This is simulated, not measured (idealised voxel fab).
process module | voxel air gaps
cross-section cut | 150 nm wide | cells 5 nm
A cross-section is a grid of square cells, given in bands from the top down. A band is one or more rows of cells.
Each band's line starts with the height of the band's top and of its bottom, in nm. Then come its materials from left to right, each with its width in nm. One material with "throughout" fills the band from edge to edge. "air" is empty space.
Height 0 is the level under which the wafer as received is all one material. The lowest band goes on downwards, as in "0 down".
A width such as "30 to 40" changes by the same amount from each row of cells to the next, from the band's top row to its bottom row.
"no change" after a step means that no cell of the cross-section changed.
closed voids: empty space of 8 cells or more with no open way to the top, each as width x height at its distance from the left edge, in nm
after a step's settings: what the simulator itself notes on the step
overlay nm, on a step with a mask: how far to the right of its planned place the mask lay; to the left if negative
plan
1 op RECEIVE | material Si
2 op CONFORMAL_DEP | material SiO2 | thk nm 15
3 op CONFORMAL_DEP | material SiN | thk nm 5
4 op DIRECTIONAL_DEP | material SiO2 | thk nm 35
5 op MASKED_ETCH | tone open | mask id LINES | width nm 20 | pitch nm 45 | etch materials SiO2 | depth nm 35 | overlay nm 0
6 op CONFORMAL_DEP | material TiN | thk nm 5
7 op FILL_DEP | material Ru | thk nm 5
8 op CMP | height nm 55
9 op EPI | material Ru | thk nm 10
10 op SELECTIVE_ETCH | etch materials SiO2 | depth nm 45
11 op CONFORMAL_DEP | material SiN | thk nm 5
as received, after step 1
  0 down: Si throughout
  closed voids: none
first wafer at the end, as planned
  70 to 65: air 5 | SiN 140 | air 5
  65 to 55: air 5 | SiN 5 | Ru 40 | SiN 5 | Ru 40 | SiN 5 | Ru 40 | SiN 5 | air 5
  55 to 50: air 5 | SiN 15 | TiN 5 | Ru 10 | TiN 5 | SiN 25 | TiN 5 | Ru 10 | TiN 5 | SiN 25 | TiN 5 | Ru 10 | TiN 5 | SiN 15 | air 5
  50 to 25: air 15 | SiN 5 | TiN 5 | Ru 10 | TiN 5 | SiN 5 | air 15 | SiN 5 | TiN 5 | Ru 10 | TiN 5 | SiN 5 | air 15 | SiN 5 | TiN 5 | Ru 10 | TiN 5 | SiN 5 | air 15
  25 to 20: SiN 20 | TiN 20 | SiN 25 | TiN 20 | SiN 25 | TiN 20 | SiN 20
  20 to 15: SiN throughout
  15 to 0: SiO2 throughout
  0 down: Si throughout
  closed voids: 15 x 25 at 45; 15 x 25 at 90
second wafer at the end: like start, like plan, one mistake
  70 to 65: SiN throughout
  65 to 55: Ru throughout
  55 to 20: TiN throughout
  20 to 15: SiN throughout
  15 to 0: SiO2 throughout
  0 down: Si throughout
  closed voids: none
what went wrong: step 4 ran as: op DIRECTIONAL_DEP | material TiN | thk nm 35
at the end the second wafer has, in cells: 24 fewer of Ru | 70 fewer of SiN | 162 more of TiN
closed voids at the end (first wafer, second wafer): 2, 0
